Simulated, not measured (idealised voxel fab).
Process module, titled voxel self aligned vias
Square cell edge 5 nm, section width 220 nm, ID cut.
Each cross-section below is a grid of square cells, stated as bands in top-down order, with one or more rows of cells making up each band. In this notation a band is specified by the heights of its top and bottom, in that order and in nm, after which its materials appear from left to right, each paired with its width in nm. The word "all across" attached to a single material means that material fills the band from edge to edge; the word "air" stands for empty space. Below 0: as-received wafer, all one material; heights counted from there. Lowest band: no bottom, goes on down, written "0 down". A width given as "30..40" starts at the first number in the band's top row and ends at the second number in its bottom row, shifting by an equal amount at every step from row to row. Step marked "left unchanged"? Then no cell in the cross-section changed in it. Reported under the label "Closed void inventory" are the empty spaces having no open way to the top and comprising 8 cells or more; the notation for each is width x height at distance, in which the distance is measured from the left edge and all three values are in nm. On a step's line, text after the settings is the simulator commenting on that step. "overlay nm" on a masked step: distance the mask lay right of its planned place, negative for left.
PROCESS STEPS FORESEEN IN THE PLAN
step 1: op RECEIVE | material Si
step 2: op CONFORMAL_DEP | material SiO2 | thk nm 10
step 3: op CONFORMAL_DEP | material SiCN | thk nm 5
step 4: op DIRECTIONAL_DEP | material SiO2 | thk nm 20
step 5: op MASKED_ETCH | tone open | mask id LINES | width nm 25 | pitch nm 65 | etch materials SiO2 | depth nm 20 | overlay nm 0
step 6: op CONFORMAL_DEP | material TiN | thk nm 5
step 7: op FILL_DEP | material W | thk nm 10
step 8: op CMP | height nm 35
step 9: op SELECTIVE_ETCH | etch materials W Ru TiN | depth nm 5
step 10: op FILL_DEP | material SiN | thk nm 5
step 11: op CMP | height nm 35
step 12: op DIRECTIONAL_DEP | material SiO2 | thk nm 15
step 13: op MASKED_ETCH | tone open | mask id VIAS | width nm 35 | etch materials SiO2 | depth nm 15 | overlay nm 0
step 14: op MASKED_ETCH | tone open | mask id VIAS | width nm 35 | etch materials SiN | depth nm 5 | overlay nm 0
step 15: op CONFORMAL_DEP | material TiN | thk nm 5
step 16: op FILL_DEP | material Cu | thk nm 5
step 17: op CMP | height nm 50
step 18: op CONFORMAL_DEP | material SiCN | thk nm 5
WAFER, FIRST OF TWO, RUN AS PLANNED
RECEIVED-STATE CROSS-SECTION, REFLECTING COMPLETION OF STEP 1
    0 down  Si all across
    Closed void inventory: none
CROSS-SECTION OF THE WAFER SUBSEQUENT TO STEP 2
    10 to 0  SiO2 all across
    Under 0: no change, same as before.
CROSS-SECTION OF THE WAFER SUBSEQUENT TO STEP 3
    15 to 10  SiCN all across
    Under 10: no change, same as before.
CROSS-SECTION OF THE WAFER SUBSEQUENT TO STEP 4
    35 to 15  SiO2 all across
    Under 15: no change, same as before.
CROSS-SECTION OF THE WAFER SUBSEQUENT TO STEP 5
    35 to 15  SiO2=65, air=25, SiO2=40, air=25, SiO2=65
    Under 15: no change, same as before.
CROSS-SECTION OF THE WAFER SUBSEQUENT TO STEP 6
    40 to 35  TiN=70, air=15, TiN=50, air=15, TiN=70
    35 to 20  SiO2=65, TiN=5, air=15, TiN=5, SiO2=40, TiN=5, air=15, TiN=5, SiO2=65
    20 to 15  SiO2=65, TiN=25, SiO2=40, TiN=25, SiO2=65
    Under 15: no change, same as before.
CROSS-SECTION OF THE WAFER SUBSEQUENT TO STEP 7
    50 to 40  W all across
    40 to 35  TiN=70, W=15, TiN=50, W=15, TiN=70
    35 to 20  SiO2=65, TiN=5, W=15, TiN=5, SiO2=40, TiN=5, W=15, TiN=5, SiO2=65
    Under 20: no change, same as before.
CROSS-SECTION OF THE WAFER SUBSEQUENT TO STEP 8
    35 to 20  SiO2=65, TiN=5, W=15, TiN=5, SiO2=40, TiN=5, W=15, TiN=5, SiO2=65
    Under 20: no change, same as before.
CROSS-SECTION OF THE WAFER SUBSEQUENT TO STEP 9
    35 to 30  SiO2=65, air=25, SiO2=40, air=25, SiO2=65
    Under 30: no change, same as before.
CROSS-SECTION OF THE WAFER SUBSEQUENT TO STEP 10
    40 to 35  SiN all across
    35 to 30  SiO2=65, SiN=25, SiO2=40, SiN=25, SiO2=65
    Under 30: no change, same as before.
CROSS-SECTION OF THE WAFER SUBSEQUENT TO STEP 11
    35 to 30  SiO2=65, SiN=25, SiO2=40, SiN=25, SiO2=65
    Under 30: no change, same as before.
CROSS-SECTION OF THE WAFER SUBSEQUENT TO STEP 12
    50 to 35  SiO2 all across
    Under 35: no change, same as before.
CROSS-SECTION OF THE WAFER SUBSEQUENT TO STEP 13
    50 to 35  SiO2=60, air=35, SiO2=125
    Under 35: no change, same as before.
CROSS-SECTION OF THE WAFER SUBSEQUENT TO STEP 14
    50 to 35  SiO2=60, air=35, SiO2=125
    35 to 30  SiO2=65, air=25, SiO2=40, SiN=25, SiO2=65
    Under 30: no change, same as before.
CROSS-SECTION OF THE WAFER SUBSEQUENT TO STEP 15
    55 to 50  TiN=65, air=25, TiN=130
    50 to 40  SiO2=60, TiN=5, air=25, TiN=5, SiO2=125
    40 to 35  SiO2=60, TiN=10, air=15, TiN=10, SiO2=125
    35 to 30  SiO2=65, TiN=25, SiO2=40, SiN=25, SiO2=65
    Under 30: no change, same as before.
CROSS-SECTION OF THE WAFER SUBSEQUENT TO STEP 16
    60 to 55  Cu all across
    55 to 50  TiN=65, Cu=25, TiN=130
    50 to 40  SiO2=60, TiN=5, Cu=25, TiN=5, SiO2=125
    40 to 35  SiO2=60, TiN=10, Cu=15, TiN=10, SiO2=125
    Under 35: no change, same as before.
CROSS-SECTION OF THE WAFER SUBSEQUENT TO STEP 17
    50 to 40  SiO2=60, TiN=5, Cu=25, TiN=5, SiO2=125
    Under 40: no change, same as before.
CROSS-SECTION OF THE WAFER SUBSEQUENT TO STEP 18
    55 to 50  SiCN all across
    Under 50: no change, same as before.
SECOND OF TWO: SAME START, SAME PLAN, ONE RUN ERROR; STEPS UP TO AND INCLUDING 12 MATCH THE FIRST
WHEN STEP 13 SHOULD HAVE ENDED
    50 to 35  SiO2=60, air=40, SiO2=120
    Under 35: no change, same as before.
WHEN STEP 14 SHOULD HAVE ENDED
    50 to 35  SiO2=60, air=40, SiO2=120
    35 to 30  SiO2=65, air=25, SiO2=40, SiN=25, SiO2=65
    Under 30: no change, same as before.
WHEN STEP 15 SHOULD HAVE ENDED
    55 to 50  TiN=65, air=30, TiN=125
    50 to 40  SiO2=60, TiN=5, air=30, TiN=5, SiO2=120
    40 to 35  SiO2=60, TiN=10, air=15, TiN=15, SiO2=120
    35 to 30  SiO2=65, TiN=25, SiO2=40, SiN=25, SiO2=65
    Under 30: no change, same as before.
WHEN STEP 16 SHOULD HAVE ENDED
    60 to 55  Cu all across
    55 to 50  TiN=65, Cu=30, TiN=125
    50 to 40  SiO2=60, TiN=5, Cu=30, TiN=5, SiO2=120
    40 to 35  SiO2=60, TiN=10, Cu=15, TiN=15, SiO2=120
    Under 35: no change, same as before.
WHEN STEP 17 SHOULD HAVE ENDED
    50 to 40  SiO2=60, TiN=5, Cu=30, TiN=5, SiO2=120
    Under 40: no change, same as before.
WHEN STEP 18 SHOULD HAVE ENDED
    55 to 50  SiCN all across
    Under 50: no change, same as before.
Misprocessing identified: it should be noted that step 13 was executed with settings other than those planned, the operation and settings actually applied being op MASKED_ETCH | tone open | mask id VIAS | width nm 40 | etch materials SiO2 | depth nm 15 | overlay nm 0
Counted in cells at the end, the second wafer holds more or fewer of these materials than the first: +2 Cu | -3 SiO2 | +1 TiN
